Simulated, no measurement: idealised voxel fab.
This is a process module. Its name is voxel released beams.
We display cut, a cross-section 190 nm in width whose square cells are each 5 nm.
We lay out every cross-section as a grid of square cells and spell it out in bands from the top down, where one band means one or more rows of cells. It is stipulated that each band's entry specify, in nanometres, the height of the top of the band and then that of its bottom, followed by the materials of the band in left-to-right sequence, each together with its width in nanometres. A single material marked by the word "throughout" is understood to fill the band from edge to edge; the word "blank" is understood to denote empty space. Height datum 0, below which the as-received substrate wafer is one material. Lowest band open at the bottom, running downward: "0 and below". With a width like "30->40", each row of cells in the band differs from the next by the same amount, the top row carrying the first number and the bottom row the second. Key: "identical to before" - step with no changed cell in the cross-section. "Closed void listing" lists enclosed empty spaces (at least 8 cells, no open path upward to the top), each as width x height at distance from the left edge, in nm. Where a step's line continues beyond its settings, the continuation is a remark by the simulator itself on that step. For masked steps, "overlay nm" on the step line gives how far right of plan the mask actually lay; a minus sign means it lay to the left.

INTENDED PROCESS STEPS
1: RECEIVE with material Si
2: CONFORMAL_DEP with material SiN, thk nm 5
3: DIRECTIONAL_DEP with material SiO2, thk nm 20
4: PATTERN with tone open, mask id ANCHOR, material resist, width nm 45, thk nm 15, overlay nm 0
5: DIRECTIONAL_ETCH with etch materials SiO2, depth nm 20
6: STRIP with etch materials resist
7: CONFORMAL_DEP with material TiN, thk nm 15
8: PATTERN with tone cover, mask id BEAM, material resist, width nm 130, thk nm 15, overlay nm 0
9: DIRECTIONAL_ETCH with etch materials TiN, depth nm 15
10: STRIP with etch materials resist
11: STRIP with etch materials SiO2

CROSS-SECTION, INCOMING MATERIAL, AFTER STEP 1
* 0 and below = Si throughout
* Closed void listing: none

END STATE OF THE MODULE IN CROSS-SECTION, GIVEN THE ABOVE STARTING POINT AND PLAN AND ONE MISTAKE IN EXECUTION
* 40 down to 25 = blank 25 nm, then TiN 65 nm, then blank 100 nm
* 25 down to 20 = blank 15 nm, then TiN 15 nm, then SiO2 45 nm, then TiN 15 nm, then blank 100 nm
* 20 down to 5 = blank 15 nm, then TiN 15 nm, then SiO2 45 nm, then TiN 80 nm, then blank 35 nm
* 5 down to 0 = SiN throughout
* 0 and below = Si throughout
* Closed void listing: none
What broke from the plan during processing? so step 4 ended up running with a different setting than we planned, it ran as PATTERN with tone cover, mask id ANCHOR, material resist, width nm 45, thk nm 15, overlay nm 0
